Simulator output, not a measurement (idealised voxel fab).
voxel trench capacitor: a process module
Cross-section cut spans 295 nm and uses square cells 5 nm in size.
A cross-section is written here as square cells arranged in a grid, and it is given in bands from the top down, each band taking up one or more rows of cells.
Quick guide to a band line: top height, bottom height (nm) up front; then every material left to right with its width in nm. Only one material and it's marked "edge to edge"? Then it fills the band edge to edge. And "air" just means empty space.
Height reference: 0 = level under which incoming wafer is all one material. Lowest band: no bottom, runs on downward, e.g. "0 down".
The width entry "30->40" should be interpreted row by row: the top row of cells in the band takes the first number, the bottom row takes the second number, and the change between adjacent rows is uniform throughout.
Any step labelled "nothing changed" changed none of the cells in the cross-section.
"Trapped cavities" - sealed voids, min. 8 cells, no opening to top; format: width x height at distance (distance from left edge; nm throughout).
That trailing text on a step's line, after the settings, is the simulator's own remark on the step.
overlay nm: mask offset rightward from planned place, masked step; negative means leftward offset.
Process steps - plan:
| 1 | RECEIVE with material Si |
| 2 | CONFORMAL_DEP with material SiN, thk nm 10 |
| 3 | PATTERN with tone open, mask id TRENCH, material resist, width nm 15, pitch nm 35, thk nm 20, overlay nm 0 |
| 4 | DIRECTIONAL_ETCH with etch materials SiN, depth nm 10 |
| 5 | DIRECTIONAL_ETCH with etch materials Si, depth nm 25 |
| 6 | STRIP with etch materials resist |
| 7 | CONFORMAL_DEP with material Al2O3, thk nm 5 |
| 8 | FILL_DEP with material polySi, thk nm 5 |
| 9 | CMP with height nm 10 |
Received-state cross-section, reflecting completion of step 1:
* 0 down  Si edge to edge
* Trapped cavities: none
Starting wafer: above. Plan: above. Run: one mistake. Cross-section after the module: below:
* 10 to 0  SiN 105 nm; Al2O3 5 nm; polySi 5 nm; Al2O3 5 nm; SiN 20 nm; Al2O3 5 nm; polySi 5 nm; Al2O3 5 nm; SiN 20 nm; Al2O3 5 nm; polySi 5 nm; Al2O3 5 nm; SiN 105 nm
* 0 to -45  Si 105 nm; Al2O3 5 nm; polySi 5 nm; Al2O3 5 nm; Si 20 nm; Al2O3 5 nm; polySi 5 nm; Al2O3 5 nm; Si 20 nm; Al2O3 5 nm; polySi 5 nm; Al2O3 5 nm; Si 105 nm
* -45 to -50  Si 105 nm; Al2O3 15 nm; Si 20 nm; Al2O3 15 nm; Si 20 nm; Al2O3 15 nm; Si 105 nm
* -50 down  Si edge to edge
* Trapped cavities: none
Diagnosis: step 5 of the plan was carried out twice
